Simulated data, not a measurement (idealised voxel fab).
process module | voxel air gaps
cross-section cut | 175 nm wide | cells 5 nm
A cross-section is a grid of square cells, given in bands from the top down. A band is one or more rows of cells.
Each band's line starts with the height of the band's top and of its bottom, in nm. Then come its materials from left to right, each with its width in nm. One material with "throughout" fills the band from edge to edge. "air" is empty space.
Height 0 is the level under which the wafer as received is all one material. The lowest band goes on downwards, as in "0 down".
A width such as "30 to 40" changes by the same amount from each row of cells to the next, from the band's top row to its bottom row.
"no change" after a step means that no cell of the cross-section changed.
closed voids: empty space of 8 cells or more with no open way to the top, each as width x height at its distance from the left edge, in nm
after a step's settings: what the simulator itself notes on the step
overlay nm, on a step with a mask: how far to the right of its planned place the mask lay; to the left if negative
plan
1 op RECEIVE | material Si
2 op CONFORMAL_DEP | material SiO2 | thk nm 15
3 op CONFORMAL_DEP | material SiN | thk nm 5
4 op DIRECTIONAL_DEP | material SiO2 | thk nm 35
5 op MASKED_ETCH | tone open | mask id LINES | width nm 15 | pitch nm 40 | etch materials SiO2 | depth nm 35 | overlay nm 0
6 op CONFORMAL_DEP | material TiN | thk nm 5
7 op FILL_DEP | material Cu | thk nm 10
8 op CMP | height nm 55
9 op EPI | material Ru | thk nm 10
10 op SELECTIVE_ETCH | etch materials SiO2 | depth nm 45
11 op CONFORMAL_DEP | material SiCN | thk nm 5
first wafer, as planned
as received, after step 1
  0 down: Si throughout
  closed voids: none
after step 2
  15 to 0: SiO2 throughout
  below 0: unchanged
after step 3
  20 to 15: SiN throughout
  below 15: unchanged
after step 4
  55 to 20: SiO2 throughout
  below 20: unchanged
after step 5
  55 to 20: SiO2 20 | air 15 | SiO2 25 | air 15 | SiO2 25 | air 15 | SiO2 25 | air 15 | SiO2 20
  below 20: unchanged
after step 6
  60 to 55: TiN 25 | air 5 | TiN 35 | air 5 | TiN 35 | air 5 | TiN 35 | air 5 | TiN 25
  55 to 25: SiO2 20 | TiN 5 | air 5 | TiN 5 | SiO2 25 | TiN 5 | air 5 | TiN 5 | SiO2 25 | TiN 5 | air 5 | TiN 5 | SiO2 25 | TiN 5 | air 5 | TiN 5 | SiO2 20
  25 to 20: SiO2 20 | TiN 15 | SiO2 25 | TiN 15 | SiO2 25 | TiN 15 | SiO2 25 | TiN 15 | SiO2 20
  below 20: unchanged
after step 7
  70 to 60: Cu throughout
  60 to 55: TiN 25 | Cu 5 | TiN 35 | Cu 5 | TiN 35 | Cu 5 | TiN 35 | Cu 5 | TiN 25
  55 to 25: SiO2 20 | TiN 5 | Cu 5 | TiN 5 | SiO2 25 | TiN 5 | Cu 5 | TiN 5 | SiO2 25 | TiN 5 | Cu 5 | TiN 5 | SiO2 25 | TiN 5 | Cu 5 | TiN 5 | SiO2 20
  below 25: unchanged
after step 8
  55 to 25: SiO2 20 | TiN 5 | Cu 5 | TiN 5 | SiO2 25 | TiN 5 | Cu 5 | TiN 5 | SiO2 25 | TiN 5 | Cu 5 | TiN 5 | SiO2 25 | TiN 5 | Cu 5 | TiN 5 | SiO2 20
  below 25: unchanged
after step 9
  65 to 55: air 10 | Ru 35 | air 5 | Ru 35 | air 5 | Ru 35 | air 5 | Ru 35 | air 10
  below 55: unchanged
after step 10
  65 to 55: air 10 | Ru 35 | air 5 | Ru 35 | air 5 | Ru 35 | air 5 | Ru 35 | air 10
  55 to 25: air 20 | TiN 5 | Cu 5 | TiN 5 | air 25 | TiN 5 | Cu 5 | TiN 5 | air 25 | TiN 5 | Cu 5 | TiN 5 | air 25 | TiN 5 | Cu 5 | TiN 5 | air 20
  25 to 20: air 20 | TiN 15 | air 25 | TiN 15 | air 25 | TiN 15 | air 25 | TiN 15 | air 20
  below 20: unchanged
after step 11
  70 to 65: air 5 | SiCN 165 | air 5
  65 to 55: air 5 | SiCN 5 | Ru 35 | SiCN 5 | Ru 35 | SiCN 5 | Ru 35 | SiCN 5 | Ru 35 | SiCN 5 | air 5
  55 to 50: air 5 | SiCN 15 | TiN 5 | Cu 5 | TiN 5 | SiCN 25 | TiN 5 | Cu 5 | TiN 5 | SiCN 25 | TiN 5 | Cu 5 | TiN 5 | SiCN 25 | TiN 5 | Cu 5 | TiN 5 | SiCN 15 | air 5
  50 to 25: air 15 | SiCN 5 | TiN 5 | Cu 5 | TiN 5 | SiCN 5 | air 15 | SiCN 5 | TiN 5 | Cu 5 | TiN 5 | SiCN 5 | air 15 | SiCN 5 | TiN 5 | Cu 5 | TiN 5 | SiCN 5 | air 15 | SiCN 5 | TiN 5 | Cu 5 | TiN 5 | SiCN 5 | air 15
  25 to 20: SiCN 20 | TiN 15 | SiCN 25 | TiN 15 | SiCN 25 | TiN 15 | SiCN 25 | TiN 15 | SiCN 20
  below 20: unchanged
  closed voids: 15 x 25 at 40; 15 x 25 at 80; 15 x 25 at 120
second wafer: like start, like plan, one mistake. Through step 2 it matches the first wafer
when step 3 should have ended: no change
when step 4 should have ended
  50 to 0: SiO2 throughout
  below 0: unchanged
when step 5 should have ended
  50 to 15: SiO2 20 | air 15 | SiO2 25 | air 15 | SiO2 25 | air 15 | SiO2 25 | air 15 | SiO2 20
  below 15: unchanged
when step 6 should have ended
  55 to 50: TiN 25 | air 5 | TiN 35 | air 5 | TiN 35 | air 5 | TiN 35 | air 5 | TiN 25
  50 to 20: SiO2 20 | TiN 5 | air 5 | TiN 5 | SiO2 25 | TiN 5 | air 5 | TiN 5 | SiO2 25 | TiN 5 | air 5 | TiN 5 | SiO2 25 | TiN 5 | air 5 | TiN 5 | SiO2 20
  20 to 15: SiO2 20 | TiN 15 | SiO2 25 | TiN 15 | SiO2 25 | TiN 15 | SiO2 25 | TiN 15 | SiO2 20
  below 15: unchanged
when step 7 should have ended
  65 to 55: Cu throughout
  55 to 50: TiN 25 | Cu 5 | TiN 35 | Cu 5 | TiN 35 | Cu 5 | TiN 35 | Cu 5 | TiN 25
  50 to 20: SiO2 20 | TiN 5 | Cu 5 | TiN 5 | SiO2 25 | TiN 5 | Cu 5 | TiN 5 | SiO2 25 | TiN 5 | Cu 5 | TiN 5 | SiO2 25 | TiN 5 | Cu 5 | TiN 5 | SiO2 20
  below 20: unchanged
when step 8 should have ended
  55 to 50: TiN 25 | Cu 5 | TiN 35 | Cu 5 | TiN 35 | Cu 5 | TiN 35 | Cu 5 | TiN 25
  below 50: unchanged
when step 9 should have ended
  65 to 55: Ru throughout
  below 55: unchanged
when step 10 should have ended: no change
when step 11 should have ended
  70 to 65: SiCN throughout
  below 65: unchanged
what went wrong: step 3 was left out
at the end the second wafer has, in cells: 4 more of Cu | 14 more of Ru | 92 fewer of SiCN | 35 fewer of SiN | 161 more of SiO2 | 31 more of TiN
closed voids at the end (first wafer, second wafer): 3, 0
